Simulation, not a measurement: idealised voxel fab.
process module | voxel wiring stack
cross-section cut | 190 nm wide | cells 5 nm
A cross-section is a grid of square cells, given in bands from the top down. A band is one or more rows of cells.
Each band's line starts with the height of the band's top and of its bottom, in nm. Then come its materials from left to right, each with its width in nm. One material with "throughout" fills the band from edge to edge. "air" is empty space.
Height 0 is the level under which the wafer as received is all one material. The lowest band goes on downwards, as in "0 down".
A width such as "30 to 40" changes by the same amount from each row of cells to the next, from the band's top row to its bottom row.
"no change" after a step means that no cell of the cross-section changed.
closed voids: empty space of 8 cells or more with no open way to the top, each as width x height at its distance from the left edge, in nm
after a step's settings: what the simulator itself notes on the step
overlay nm, on a step with a mask: how far to the right of its planned place the mask lay; to the left if negative
plan
1 op RECEIVE | material Si
2 op CONFORMAL_DEP | material SiO2 | thk nm 10
3 op CONFORMAL_DEP | material SiCN | thk nm 5
4 op DIRECTIONAL_DEP | material lowk | thk nm 20
5 op DIRECTIONAL_DEP | material aC | thk nm 15
6 op PATTERN | tone open | mask id METAL_1 | material resist | width nm 25 | pitch nm 55 | thk nm 35 | overlay nm 0
7 op DIRECTIONAL_ETCH | etch materials aC | depth nm 15
8 op STRIP | etch materials resist
9 op DIRECTIONAL_ETCH | etch materials lowk | depth nm 20
10 op DIRECTIONAL_ETCH | etch materials SiCN | depth nm 5
11 op STRIP | etch materials aC
12 op CONFORMAL_DEP | material TiN | thk nm 5
13 op FILL_DEP | material Cu | thk nm 5
14 op CMP | height nm 35
15 op CONFORMAL_DEP | material SiCN | thk nm 5
16 op DIRECTIONAL_DEP | material lowk | thk nm 10
17 op DIRECTIONAL_DEP | material aC | thk nm 10
18 op PATTERN | tone open | mask id PLUG_1 | material resist | width nm 15 | thk nm 30 | overlay nm 0
19 op DIRECTIONAL_ETCH | etch materials aC | depth nm 10
20 op STRIP | etch materials resist
21 op DIRECTIONAL_ETCH | etch materials lowk | depth nm 10
22 op DIRECTIONAL_ETCH | etch materials SiCN | depth nm 5
23 op STRIP | etch materials aC
24 op EPI | material Ru | thk nm 10
25 op EPI | material Ru | thk nm 5
26 op DIRECTIONAL_DEP | material TiN | thk nm 5
27 op DIRECTIONAL_DEP | material Ru | thk nm 15
28 op DIRECTIONAL_DEP | material aC | thk nm 10
29 op PATTERN | tone cover | mask id METAL_2 | material resist | width nm 25 | pitch nm 55 | thk nm 30 | overlay nm 0
30 op DIRECTIONAL_ETCH | etch materials aC | depth nm 10
31 op STRIP | etch materials resist
32 op DIRECTIONAL_ETCH | etch materials Ru | depth nm 15
33 op DIRECTIONAL_ETCH | etch materials TiN | depth nm 5
34 op STRIP | etch materials aC
35 op CONFORMAL_DEP | material SiN | thk nm 5
36 op FILL_DEP | material SiO2 | thk nm 10
37 op CMP | height nm 70
38 op CONFORMAL_DEP | material SiCN | thk nm 5
39 op DIRECTIONAL_DEP | material lowk | thk nm 30
40 op DIRECTIONAL_DEP | material aC | thk nm 15
41 op PATTERN | tone open | mask id METAL_3 | material resist | width nm 25 | pitch nm 55 | thk nm 35 | overlay nm 0
42 op DIRECTIONAL_ETCH | etch materials aC | depth nm 15
43 op STRIP | etch materials resist
44 op DIRECTIONAL_ETCH | etch materials lowk | depth nm 20
45 op STRIP | etch materials aC
46 op PATTERN | tone open | mask id METAL_3_HOLES | material resist | width nm 15 | pitch nm 55 | thk nm 15 | overlay nm 0
47 op DIRECTIONAL_ETCH | etch materials lowk | depth nm 10
48 op DIRECTIONAL_ETCH | etch materials SiCN | depth nm 5
49 op STRIP | etch materials resist
50 op CONFORMAL_DEP | material TiN | thk nm 5
51 op FILL_DEP | material Ru | thk nm 5
52 op CMP | height nm 105
53 op CONFORMAL_DEP | material SiCN | thk nm 5
54 op DIRECTIONAL_DEP | material lowk | thk nm 25
55 op MASKED_ETCH | tone open | mask id METAL_4_HOLES | width nm 15 | pitch nm 55 | etch materials lowk | depth nm 25 | overlay nm 0
56 op DIRECTIONAL_DEP | material aC | thk nm 10
57 op PATTERN | tone open | mask id METAL_4 | material resist | width nm 25 | pitch nm 55 | thk nm 30 | overlay nm 0
58 op DIRECTIONAL_ETCH | etch materials aC | depth nm 10
59 op STRIP | etch materials resist
60 op DIRECTIONAL_ETCH | etch materials lowk | depth nm 15
61 op DIRECTIONAL_ETCH | etch materials SiCN | depth nm 5
62 op STRIP | etch materials aC
63 op CONFORMAL_DEP | material TiN | thk nm 5
64 op FILL_DEP | material Cu | thk nm 10
65 op CMP | height nm 135
66 op CONFORMAL_DEP | material SiCN | thk nm 5
first wafer, as planned
as received, after step 1
  0 down: Si throughout
  closed voids: none
after step 2
  10 to 0: SiO2 throughout
  below 0: unchanged
after step 3
  15 to 10: SiCN throughout
  below 10: unchanged
after step 4
  35 to 15: lowk throughout
  below 15: unchanged
after step 5
  50 to 35: aC throughout
  below 35: unchanged
after step 6
  85 to 50: resist 55 | air 25 | resist 30 | air 25 | resist 55
  below 50: unchanged
after step 7
  70 to 50: resist 55 | air 25 | resist 30 | air 25 | resist 55
  50 to 35: aC 55 | air 25 | aC 30 | air 25 | aC 55
  below 35: unchanged
after step 8
  50 to 35: aC 55 | air 25 | aC 30 | air 25 | aC 55
  below 35: unchanged
after step 9
  50 to 35: aC 55 | air 25 | aC 30 | air 25 | aC 55
  35 to 15: lowk 55 | air 25 | lowk 30 | air 25 | lowk 55
  below 15: unchanged
after step 10
  50 to 35: aC 55 | air 25 | aC 30 | air 25 | aC 55
  35 to 15: lowk 55 | air 25 | lowk 30 | air 25 | lowk 55
  15 to 10: SiCN 55 | air 25 | SiCN 30 | air 25 | SiCN 55
  below 10: unchanged
after step 11
  35 to 15: lowk 55 | air 25 | lowk 30 | air 25 | lowk 55
  below 15: unchanged
after step 12
  40 to 35: TiN 60 | air 15 | TiN 40 | air 15 | TiN 60
  35 to 15: lowk 55 | TiN 5 | air 15 | TiN 5 | lowk 30 | TiN 5 | air 15 | TiN 5 | lowk 55
  15 to 10: SiCN 55 | TiN 25 | SiCN 30 | TiN 25 | SiCN 55
  below 10: unchanged
after step 13
  45 to 40: Cu throughout
  40 to 35: TiN 60 | Cu 15 | TiN 40 | Cu 15 | TiN 60
  35 to 15: lowk 55 | TiN 5 | Cu 15 | TiN 5 | lowk 30 | TiN 5 | Cu 15 | TiN 5 | lowk 55
  below 15: unchanged
after step 14
  35 to 15: lowk 55 | TiN 5 | Cu 15 | TiN 5 | lowk 30 | TiN 5 | Cu 15 | TiN 5 | lowk 55
  below 15: unchanged
after step 15
  40 to 35: SiCN throughout
  below 35: unchanged
after step 16
  50 to 40: lowk throughout
  below 40: unchanged
after step 17
  60 to 50: aC throughout
  below 50: unchanged
after step 18
  90 to 60: resist 55 | air 15 | resist 120
  below 60: unchanged
after step 19
  80 to 60: resist 55 | air 15 | resist 120
  60 to 50: aC 55 | air 15 | aC 120
  below 50: unchanged
after step 20
  60 to 50: aC 55 | air 15 | aC 120
  below 50: unchanged
after step 21
  60 to 50: aC 55 | air 15 | aC 120
  50 to 40: lowk 55 | air 15 | lowk 120
  below 40: unchanged
after step 22
  60 to 50: aC 55 | air 15 | aC 120
  50 to 40: lowk 55 | air 15 | lowk 120
  40 to 35: SiCN 55 | air 15 | SiCN 120
  below 35: unchanged
after step 23
  50 to 40: lowk 55 | air 15 | lowk 120
  below 40: unchanged
after step 24
  50 to 45: lowk 55 | air 15 | lowk 120
  45 to 40: lowk 55 | Ru 15 | lowk 120
  40 to 35: SiCN 55 | Ru 15 | SiCN 120
  below 35: unchanged
after step 25
  50 to 40: lowk 55 | Ru 15 | lowk 120
  below 40: unchanged
after step 26
  55 to 50: TiN throughout
  below 50: unchanged
after step 27
  70 to 55: Ru throughout
  below 55: unchanged
after step 28
  80 to 70: aC throughout
  below 70: unchanged
after step 29
  110 to 80: air 55 | resist 25 | air 30 | resist 25 | air 55
  below 80: unchanged
after step 30
  100 to 80: air 55 | resist 25 | air 30 | resist 25 | air 55
  80 to 70: air 55 | aC 25 | air 30 | aC 25 | air 55
  below 70: unchanged
after step 31
  80 to 70: air 55 | aC 25 | air 30 | aC 25 | air 55
  below 70: unchanged
after step 32
  80 to 70: air 55 | aC 25 | air 30 | aC 25 | air 55
  70 to 55: air 55 | Ru 25 | air 30 | Ru 25 | air 55
  below 55: unchanged
after step 33
  80 to 70: air 55 | aC 25 | air 30 | aC 25 | air 55
  70 to 55: air 55 | Ru 25 | air 30 | Ru 25 | air 55
  55 to 50: air 55 | TiN 25 | air 30 | TiN 25 | air 55
  below 50: unchanged
after step 34
  70 to 55: air 55 | Ru 25 | air 30 | Ru 25 | air 55
  below 55: unchanged
after step 35
  75 to 70: air 50 | SiN 35 | air 20 | SiN 35 | air 50
  70 to 55: air 50 | SiN 5 | Ru 25 | SiN 5 | air 20 | SiN 5 | Ru 25 | SiN 5 | air 50
  55 to 50: SiN 55 | TiN 25 | SiN 30 | TiN 25 | SiN 55
  below 50: unchanged
after step 36
  85 to 75: SiO2 throughout
  75 to 70: SiO2 50 | SiN 35 | SiO2 20 | SiN 35 | SiO2 50
  70 to 55: SiO2 50 | SiN 5 | Ru 25 | SiN 5 | SiO2 20 | SiN 5 | Ru 25 | SiN 5 | SiO2 50
  below 55: unchanged
after step 37
  70 to 55: SiO2 50 | SiN 5 | Ru 25 | SiN 5 | SiO2 20 | SiN 5 | Ru 25 | SiN 5 | SiO2 50
  below 55: unchanged
after step 38
  75 to 70: SiCN throughout
  below 70: unchanged
after step 39
  105 to 75: lowk throughout
  below 75: unchanged
after step 40
  120 to 105: aC throughout
  below 105: unchanged
after step 41
  155 to 120: resist 55 | air 25 | resist 30 | air 25 | resist 55
  below 120: unchanged
after step 42
  140 to 120: resist 55 | air 25 | resist 30 | air 25 | resist 55
  120 to 105: aC 55 | air 25 | aC 30 | air 25 | aC 55
  below 105: unchanged
after step 43
  120 to 105: aC 55 | air 25 | aC 30 | air 25 | aC 55
  below 105: unchanged
after step 44
  120 to 105: aC 55 | air 25 | aC 30 | air 25 | aC 55
  105 to 85: lowk 55 | air 25 | lowk 30 | air 25 | lowk 55
  below 85: unchanged
after step 45
  105 to 85: lowk 55 | air 25 | lowk 30 | air 25 | lowk 55
  below 85: unchanged
after step 46
  120 to 105: resist 55 | air 15 | resist 40 | air 15 | resist 65
  105 to 85: lowk 55 | air 15 | resist 10 | lowk 30 | air 15 | resist 10 | lowk 55
  below 85: unchanged
after step 47
  120 to 105: resist 55 | air 15 | resist 40 | air 15 | resist 65
  105 to 85: lowk 55 | air 15 | resist 10 | lowk 30 | air 15 | resist 10 | lowk 55
  85 to 75: lowk 55 | air 15 | lowk 40 | air 15 | lowk 65
  below 75: unchanged
after step 48
  120 to 105: resist 55 | air 15 | resist 40 | air 15 | resist 65
  105 to 85: lowk 55 | air 15 | resist 10 | lowk 30 | air 15 | resist 10 | lowk 55
  85 to 75: lowk 55 | air 15 | lowk 40 | air 15 | lowk 65
  75 to 70: SiCN 55 | air 15 | SiCN 40 | air 15 | SiCN 65
  below 70: unchanged
after step 49
  105 to 85: lowk 55 | air 25 | lowk 30 | air 25 | lowk 55
  below 85: unchanged
after step 50
  110 to 105: TiN 60 | air 15 | TiN 40 | air 15 | TiN 60
  105 to 90: lowk 55 | TiN 5 | air 15 | TiN 5 | lowk 30 | TiN 5 | air 15 | TiN 5 | lowk 55
  90 to 85: lowk 55 | TiN 5 | air 5 | TiN 15 | lowk 30 | TiN 5 | air 5 | TiN 15 | lowk 55
  85 to 75: lowk 55 | TiN 5 | air 5 | TiN 5 | lowk 40 | TiN 5 | air 5 | TiN 5 | lowk 65
  75 to 70: SiCN 55 | TiN 15 | SiCN 40 | TiN 15 | SiCN 65
  below 70: unchanged
after step 51
  115 to 110: Ru throughout
  110 to 105: TiN 60 | Ru 15 | TiN 40 | Ru 15 | TiN 60
  105 to 90: lowk 55 | TiN 5 | Ru 15 | TiN 5 | lowk 30 | TiN 5 | Ru 15 | TiN 5 | lowk 55
  90 to 85: lowk 55 | TiN 5 | Ru 5 | TiN 15 | lowk 30 | TiN 5 | Ru 5 | TiN 15 | lowk 55
  85 to 75: lowk 55 | TiN 5 | Ru 5 | TiN 5 | lowk 40 | TiN 5 | Ru 5 | TiN 5 | lowk 65
  below 75: unchanged
after step 52
  105 to 90: lowk 55 | TiN 5 | Ru 15 | TiN 5 | lowk 30 | TiN 5 | Ru 15 | TiN 5 | lowk 55
  below 90: unchanged
after step 53
  110 to 105: SiCN throughout
  below 105: unchanged
after step 54
  135 to 110: lowk throughout
  below 110: unchanged
after step 55
  135 to 110: lowk 55 | air 15 | lowk 40 | air 15 | lowk 65
  below 110: unchanged
after step 56
  145 to 135: aC 55 | air 15 | aC 40 | air 15 | aC 65
  135 to 120: lowk 55 | air 15 | lowk 40 | air 15 | lowk 65
  120 to 110: lowk 55 | aC 15 | lowk 40 | aC 15 | lowk 65
  below 110: unchanged
after step 57
  175 to 145: resist 55 | air 25 | resist 30 | air 25 | resist 55
  below 145: unchanged
after step 58
  165 to 145: resist 55 | air 25 | resist 30 | air 25 | resist 55
  145 to 135: aC 55 | air 25 | aC 30 | air 25 | aC 55
  135 to 110: lowk 55 | air 15 | lowk 40 | air 15 | lowk 65
  below 110: unchanged
after step 59
  145 to 135: aC 55 | air 25 | aC 30 | air 25 | aC 55
  below 135: unchanged
after step 60
  145 to 135: aC 55 | air 25 | aC 30 | air 25 | aC 55
  135 to 120: lowk 55 | air 25 | lowk 30 | air 25 | lowk 55
  below 120: unchanged
after step 61
  145 to 135: aC 55 | air 25 | aC 30 | air 25 | aC 55
  135 to 120: lowk 55 | air 25 | lowk 30 | air 25 | lowk 55
  120 to 110: lowk 55 | air 15 | lowk 40 | air 15 | lowk 65
  110 to 105: SiCN 55 | air 15 | SiCN 40 | air 15 | SiCN 65
  below 105: unchanged
after step 62
  135 to 120: lowk 55 | air 25 | lowk 30 | air 25 | lowk 55
  below 120: unchanged
after step 63
  140 to 135: TiN 60 | air 15 | TiN 40 | air 15 | TiN 60
  135 to 125: lowk 55 | TiN 5 | air 15 | TiN 5 | lowk 30 | TiN 5 | air 15 | TiN 5 | lowk 55
  125 to 120: lowk 55 | TiN 5 | air 5 | TiN 15 | lowk 30 | TiN 5 | air 5 | TiN 15 | lowk 55
  120 to 110: lowk 55 | TiN 5 | air 5 | TiN 5 | lowk 40 | TiN 5 | air 5 | TiN 5 | lowk 65
  110 to 105: SiCN 55 | TiN 15 | SiCN 40 | TiN 15 | SiCN 65
  below 105: unchanged
after step 64
  150 to 140: Cu throughout
  140 to 135: TiN 60 | Cu 15 | TiN 40 | Cu 15 | TiN 60
  135 to 125: lowk 55 | TiN 5 | Cu 15 | TiN 5 | lowk 30 | TiN 5 | Cu 15 | TiN 5 | lowk 55
  125 to 120: lowk 55 | TiN 5 | Cu 5 | TiN 15 | lowk 30 | TiN 5 | Cu 5 | TiN 15 | lowk 55
  120 to 110: lowk 55 | TiN 5 | Cu 5 | TiN 5 | lowk 40 | TiN 5 | Cu 5 | TiN 5 | lowk 65
  below 110: unchanged
after step 65
  135 to 125: lowk 55 | TiN 5 | Cu 15 | TiN 5 | lowk 30 | TiN 5 | Cu 15 | TiN 5 | lowk 55
  below 125: unchanged
after step 66
  140 to 135: SiCN throughout
  below 135: unchanged
second wafer: like start, like plan, one mistake. Through step 23 it matches the first wafer
when step 24 should have ended
  55 to 50: air 50 | Ru 25 | air 115
  50 to 40: lowk 55 | Ru 15 | lowk 120
  40 to 35: SiCN 55 | Ru 15 | SiCN 120
  below 35: unchanged
when step 25 should have ended
  60 to 50: air 45 | Ru 35 | air 110
  below 50: unchanged
when step 26 should have ended
  65 to 60: air 45 | TiN 35 | air 110
  60 to 55: air 45 | Ru 35 | air 110
  55 to 50: TiN 45 | Ru 35 | TiN 110
  below 50: unchanged
when step 27 should have ended
  80 to 70: air 45 | Ru 35 | air 110
  70 to 65: Ru throughout
  65 to 60: Ru 45 | TiN 35 | Ru 110
  60 to 55: Ru throughout
  below 55: unchanged
when step 28 should have ended
  90 to 80: air 45 | aC 35 | air 110
  80 to 70: aC 45 | Ru 35 | aC 110
  below 70: unchanged
when step 29 should have ended
  120 to 90: air 55 | resist 25 | air 30 | resist 25 | air 55
  90 to 80: air 45 | aC 35 | air 30 | resist 25 | air 55
  below 80: unchanged
when step 30 should have ended
  110 to 90: air 55 | resist 25 | air 30 | resist 25 | air 55
  90 to 80: air 55 | aC 25 | air 30 | resist 25 | air 55
  80 to 70: air 45 | Ru 35 | air 30 | aC 25 | air 55
  below 70: unchanged
when step 31 should have ended
  90 to 80: air 55 | aC 25 | air 110
  below 80: unchanged
when step 32 should have ended
  90 to 80: air 55 | aC 25 | air 110
  80 to 70: air 55 | Ru 25 | air 30 | aC 25 | air 55
  70 to 65: air 55 | Ru 25 | air 30 | Ru 25 | air 55
  65 to 60: air 45 | TiN 35 | air 30 | Ru 25 | air 55
  60 to 55: air 45 | Ru 35 | air 30 | Ru 25 | air 55
  below 55: unchanged
when step 33 should have ended
  90 to 80: air 55 | aC 25 | air 110
  80 to 70: air 55 | Ru 25 | air 30 | aC 25 | air 55
  70 to 65: air 55 | Ru 25 | air 30 | Ru 25 | air 55
  65 to 60: air 55 | TiN 25 | air 30 | Ru 25 | air 55
  60 to 55: air 45 | Ru 35 | air 30 | Ru 25 | air 55
  55 to 50: air 45 | Ru 35 | air 30 | TiN 25 | air 55
  below 50: unchanged
when step 34 should have ended
  80 to 70: air 55 | Ru 25 | air 110
  below 70: unchanged
when step 35 should have ended
  85 to 80: air 50 | SiN 35 | air 105
  80 to 75: air 50 | SiN 5 | Ru 25 | SiN 5 | air 105
  75 to 70: air 50 | SiN 5 | Ru 25 | SiN 5 | air 20 | SiN 35 | air 50
  70 to 65: air 50 | SiN 5 | Ru 25 | SiN 5 | air 20 | SiN 5 | Ru 25 | SiN 5 | air 50
  65 to 60: air 40 | SiN 15 | TiN 25 | SiN 5 | air 20 | SiN 5 | Ru 25 | SiN 5 | air 50
  60 to 55: air 40 | SiN 5 | Ru 35 | SiN 5 | air 20 | SiN 5 | Ru 25 | SiN 5 | air 50
  55 to 50: SiN 45 | Ru 35 | SiN 30 | TiN 25 | SiN 55
  below 50: unchanged
when step 36 should have ended
  95 to 85: SiO2 throughout
  85 to 80: SiO2 50 | SiN 35 | SiO2 105
  80 to 75: SiO2 50 | SiN 5 | Ru 25 | SiN 5 | SiO2 105
  75 to 70: SiO2 50 | SiN 5 | Ru 25 | SiN 5 | SiO2 20 | SiN 35 | SiO2 50
  70 to 65: SiO2 50 | SiN 5 | Ru 25 | SiN 5 | SiO2 20 | SiN 5 | Ru 25 | SiN 5 | SiO2 50
  65 to 60: SiO2 40 | SiN 15 | TiN 25 | SiN 5 | SiO2 20 | SiN 5 | Ru 25 | SiN 5 | SiO2 50
  60 to 55: SiO2 40 | SiN 5 | Ru 35 | SiN 5 | SiO2 20 | SiN 5 | Ru 25 | SiN 5 | SiO2 50
  below 55: unchanged
when step 37 should have ended
  70 to 65: SiO2 50 | SiN 5 | Ru 25 | SiN 5 | SiO2 20 | SiN 5 | Ru 25 | SiN 5 | SiO2 50
  below 65: unchanged
when step 38 should have ended
  75 to 70: SiCN throughout
  below 70: unchanged
when step 39 should have ended
  105 to 75: lowk throughout
  below 75: unchanged
when step 40 should have ended
  120 to 105: aC throughout
  below 105: unchanged
when step 41 should have ended
  155 to 120: resist 55 | air 25 | resist 30 | air 25 | resist 55
  below 120: unchanged
when step 42 should have ended
  140 to 120: resist 55 | air 25 | resist 30 | air 25 | resist 55
  120 to 105: aC 55 | air 25 | aC 30 | air 25 | aC 55
  below 105: unchanged
when step 43 should have ended
  120 to 105: aC 55 | air 25 | aC 30 | air 25 | aC 55
  below 105: unchanged
when step 44 should have ended
  120 to 105: aC 55 | air 25 | aC 30 | air 25 | aC 55
  105 to 85: lowk 55 | air 25 | lowk 30 | air 25 | lowk 55
  below 85: unchanged
when step 45 should have ended
  105 to 85: lowk 55 | air 25 | lowk 30 | air 25 | lowk 55
  below 85: unchanged
when step 46 should have ended
  120 to 105: resist 55 | air 15 | resist 40 | air 15 | resist 65
  105 to 85: lowk 55 | air 15 | resist 10 | lowk 30 | air 15 | resist 10 | lowk 55
  below 85: unchanged
when step 47 should have ended
  120 to 105: resist 55 | air 15 | resist 40 | air 15 | resist 65
  105 to 85: lowk 55 | air 15 | resist 10 | lowk 30 | air 15 | resist 10 | lowk 55
  85 to 75: lowk 55 | air 15 | lowk 40 | air 15 | lowk 65
  below 75: unchanged
when step 48 should have ended
  120 to 105: resist 55 | air 15 | resist 40 | air 15 | resist 65
  105 to 85: lowk 55 | air 15 | resist 10 | lowk 30 | air 15 | resist 10 | lowk 55
  85 to 75: lowk 55 | air 15 | lowk 40 | air 15 | lowk 65
  75 to 70: SiCN 55 | air 15 | SiCN 40 | air 15 | SiCN 65
  below 70: unchanged
when step 49 should have ended
  105 to 85: lowk 55 | air 25 | lowk 30 | air 25 | lowk 55
  below 85: unchanged
when step 50 should have ended
  110 to 105: TiN 60 | air 15 | TiN 40 | air 15 | TiN 60
  105 to 90: lowk 55 | TiN 5 | air 15 | TiN 5 | lowk 30 | TiN 5 | air 15 | TiN 5 | lowk 55
  90 to 85: lowk 55 | TiN 5 | air 5 | TiN 15 | lowk 30 | TiN 5 | air 5 | TiN 15 | lowk 55
  85 to 75: lowk 55 | TiN 5 | air 5 | TiN 5 | lowk 40 | TiN 5 | air 5 | TiN 5 | lowk 65
  75 to 70: SiCN 55 | TiN 15 | SiCN 40 | TiN 15 | SiCN 65
  below 70: unchanged
when step 51 should have ended
  115 to 110: Ru throughout
  110 to 105: TiN 60 | Ru 15 | TiN 40 | Ru 15 | TiN 60
  105 to 90: lowk 55 | TiN 5 | Ru 15 | TiN 5 | lowk 30 | TiN 5 | Ru 15 | TiN 5 | lowk 55
  90 to 85: lowk 55 | TiN 5 | Ru 5 | TiN 15 | lowk 30 | TiN 5 | Ru 5 | TiN 15 | lowk 55
  85 to 75: lowk 55 | TiN 5 | Ru 5 | TiN 5 | lowk 40 | TiN 5 | Ru 5 | TiN 5 | lowk 65
  below 75: unchanged
when step 52 should have ended
  105 to 90: lowk 55 | TiN 5 | Ru 15 | TiN 5 | lowk 30 | TiN 5 | Ru 15 | TiN 5 | lowk 55
  below 90: unchanged
when step 53 should have ended
  110 to 105: SiCN throughout
  below 105: unchanged
when step 54 should have ended
  135 to 110: lowk throughout
  below 110: unchanged
when step 55 should have ended
  135 to 110: lowk 55 | air 15 | lowk 40 | air 15 | lowk 65
  below 110: unchanged
when step 56 should have ended
  145 to 135: aC 55 | air 15 | aC 40 | air 15 | aC 65
  135 to 120: lowk 55 | air 15 | lowk 40 | air 15 | lowk 65
  120 to 110: lowk 55 | aC 15 | lowk 40 | aC 15 | lowk 65
  below 110: unchanged
when step 57 should have ended
  175 to 145: resist 55 | air 25 | resist 30 | air 25 | resist 55
  below 145: unchanged
when step 58 should have ended
  165 to 145: resist 55 | air 25 | resist 30 | air 25 | resist 55
  145 to 135: aC 55 | air 25 | aC 30 | air 25 | aC 55
  135 to 110: lowk 55 | air 15 | lowk 40 | air 15 | lowk 65
  below 110: unchanged
when step 59 should have ended
  145 to 135: aC 55 | air 25 | aC 30 | air 25 | aC 55
  below 135: unchanged
when step 60 should have ended
  145 to 135: aC 55 | air 25 | aC 30 | air 25 | aC 55
  135 to 120: lowk 55 | air 25 | lowk 30 | air 25 | lowk 55
  below 120: unchanged
when step 61 should have ended
  145 to 135: aC 55 | air 25 | aC 30 | air 25 | aC 55
  135 to 120: lowk 55 | air 25 | lowk 30 | air 25 | lowk 55
  120 to 110: lowk 55 | air 15 | lowk 40 | air 15 | lowk 65
  110 to 105: SiCN 55 | air 15 | SiCN 40 | air 15 | SiCN 65
  below 105: unchanged
when step 62 should have ended
  135 to 120: lowk 55 | air 25 | lowk 30 | air 25 | lowk 55
  below 120: unchanged
when step 63 should have ended
  140 to 135: TiN 60 | air 15 | TiN 40 | air 15 | TiN 60
  135 to 125: lowk 55 | TiN 5 | air 15 | TiN 5 | lowk 30 | TiN 5 | air 15 | TiN 5 | lowk 55
  125 to 120: lowk 55 | TiN 5 | air 5 | TiN 15 | lowk 30 | TiN 5 | air 5 | TiN 15 | lowk 55
  120 to 110: lowk 55 | TiN 5 | air 5 | TiN 5 | lowk 40 | TiN 5 | air 5 | TiN 5 | lowk 65
  110 to 105: SiCN 55 | TiN 15 | SiCN 40 | TiN 15 | SiCN 65
  below 105: unchanged
when step 64 should have ended
  150 to 140: Cu throughout
  140 to 135: TiN 60 | Cu 15 | TiN 40 | Cu 15 | TiN 60
  135 to 125: lowk 55 | TiN 5 | Cu 15 | TiN 5 | lowk 30 | TiN 5 | Cu 15 | TiN 5 | lowk 55
  125 to 120: lowk 55 | TiN 5 | Cu 5 | TiN 15 | lowk 30 | TiN 5 | Cu 5 | TiN 15 | lowk 55
  120 to 110: lowk 55 | TiN 5 | Cu 5 | TiN 5 | lowk 40 | TiN 5 | Cu 5 | TiN 5 | lowk 65
  below 110: unchanged
when step 65 should have ended
  135 to 125: lowk 55 | TiN 5 | Cu 15 | TiN 5 | lowk 30 | TiN 5 | Cu 15 | TiN 5 | lowk 55
  below 125: unchanged
when step 66 should have ended
  140 to 135: SiCN throughout
  below 135: unchanged
what went wrong: step 24 was run twice
at the end the second wafer has, in cells: 4 more of Ru | 4 fewer of SiO2
